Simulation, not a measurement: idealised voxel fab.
process module | voxel capacitor over wiring
cross-section cut | 220 nm wide | cells 5 nm
A cross-section is a grid of square cells, given in bands from the top down. A band is one or more rows of cells.
Each band's line starts with the height of the band's top and of its bottom, in nm. Then come its materials from left to right, each with its width in nm. One material with "throughout" fills the band from edge to edge. "air" is empty space.
Height 0 is the level under which the wafer as received is all one material. The lowest band goes on downwards, as in "0 down".
A width such as "30 to 40" changes by the same amount from each row of cells to the next, from the band's top row to its bottom row.
"no change" after a step means that no cell of the cross-section changed.
closed voids: empty space of 8 cells or more with no open way to the top, each as width x height at its distance from the left edge, in nm
after a step's settings: what the simulator itself notes on the step
overlay nm, on a step with a mask: how far to the right of its planned place the mask lay; to the left if negative
plan
1 op RECEIVE | material Si
2 op CONFORMAL_DEP | material SiO2 | thk nm 15
3 op DIRECTIONAL_DEP | material TiN | thk nm 5
4 op DIRECTIONAL_DEP | material Ru | thk nm 15
5 op DIRECTIONAL_DEP | material aC | thk nm 10
6 op PATTERN | tone cover | mask id METAL_1 | material resist | width nm 25 | pitch nm 85 | thk nm 30 | overlay nm 0
7 op DIRECTIONAL_ETCH | etch materials aC | depth nm 10
8 op STRIP | etch materials resist
9 op DIRECTIONAL_ETCH | etch materials Ru | depth nm 15
10 op DIRECTIONAL_ETCH | etch materials TiN | depth nm 5
11 op STRIP | etch materials aC
12 op CONFORMAL_DEP | material SiN | thk nm 5
13 op FILL_DEP | material SiO2 | thk nm 5
14 op CMP | height nm 35
15 op CONFORMAL_DEP | material SiCN | thk nm 5
16 op DIRECTIONAL_DEP | material lowk | thk nm 20
17 op PATTERN | tone open | mask id PLUG_1 | material resist | width nm 15 | thk nm 15 | overlay nm 0
18 op DIRECTIONAL_ETCH | etch materials lowk | depth nm 20
19 op DIRECTIONAL_ETCH | etch materials SiCN | depth nm 5
20 op STRIP | etch materials resist
21 op EPI | material Ru | thk nm 10
22 op EPI | material Ru | thk nm 10
23 op EPI | material Ru | thk nm 5
24 op DIRECTIONAL_DEP | material TiN | thk nm 10
25 op DIRECTIONAL_DEP | material Al2O3 | thk nm 5
26 op DIRECTIONAL_DEP | material TiN | thk nm 5
27 op MASKED_ETCH | tone cover | mask id UPPER_PLATE | width nm 65 | etch materials TiN | depth nm 5 | overlay nm 0
28 op MASKED_ETCH | tone cover | mask id UPPER_PLATE | width nm 65 | etch materials Al2O3 | depth nm 5 | overlay nm 0
29 op PATTERN | tone cover | mask id LOWER_PLATE | material resist | width nm 75 | thk nm 20 | overlay nm 0
30 op DIRECTIONAL_ETCH | etch materials TiN | depth nm 10
31 op STRIP | etch materials resist
32 op FILL_DEP | material SiO2 | thk nm 15
33 op CMP | height nm 90
34 op DIRECTIONAL_DEP | material aC | thk nm 10
35 op PATTERN | tone open | mask id PLUG_2 | material resist | width nm 15 | thk nm 30 | overlay nm 0
36 op DIRECTIONAL_ETCH | etch materials aC | depth nm 10
37 op STRIP | etch materials resist
38 op DIRECTIONAL_ETCH | etch materials SiO2 | depth nm 10
39 op STRIP | etch materials aC
40 op CONFORMAL_DEP | material TiN | thk nm 5
41 op FILL_DEP | material W | thk nm 5
42 op CMP | height nm 90
43 op CONFORMAL_DEP | material SiCN | thk nm 5
as received, after step 1
  0 down: Si throughout
  closed voids: none
first wafer at the end, as planned
  95 to 90: SiCN throughout
  90 to 85: SiO2 75 | TiN 5 | W 5 | TiN 5 | SiO2 130
  85 to 75: SiO2 75 to 65 | TiN 15 to 65 | SiO2 130 to 90
  75 to 70: SiO2 65 | Al2O3 65 | SiO2 90
  70 to 60: SiO2 60 | TiN 75 | SiO2 85
  60 to 40: lowk 65 | Ru 15 | lowk 140
  40 to 35: SiCN 65 | Ru 15 | SiCN 140
  35 to 20: SiO2 50 | SiN 5 | Ru 25 | SiN 5 | SiO2 50 | SiN 5 | Ru 25 | SiN 5 | SiO2 50
  20 to 15: SiN 55 | TiN 25 | SiN 60 | TiN 25 | SiN 55
  15 to 0: SiO2 throughout
  0 down: Si throughout
  closed voids: none
second wafer at the end: like start, like plan, one mistake
  95 to 90: SiCN throughout
  90 to 85: SiO2 65 | TiN 25 | SiO2 130
  85 to 80: SiO2 65 | Al2O3 25 | SiO2 130
  80 to 75: SiO2 60 | TiN 70 | SiO2 90
  75 to 70: SiO2 60 | TiN 30 | Al2O3 40 | SiO2 90
  70 to 60: SiO2 55 | Ru 35 | TiN 45 | SiO2 85
  60 to 40: lowk 65 | Ru 15 | lowk 140
  40 to 35: SiCN 65 | Ru 15 | SiCN 140
  35 to 20: SiO2 50 | SiN 5 | Ru 25 | SiN 5 | SiO2 50 | SiN 5 | Ru 25 | SiN 5 | SiO2 50
  20 to 15: SiN 55 | TiN 25 | SiN 60 | TiN 25 | SiN 55
  15 to 0: SiO2 throughout
  0 down: Si throughout
  closed voids: none
what went wrong: one of the steps 21 and 22, which are alike, was run twice
at the end the second wafer has, in cells: 14 more of Ru | 8 fewer of SiO2 | 5 fewer of TiN | 1 fewer of W
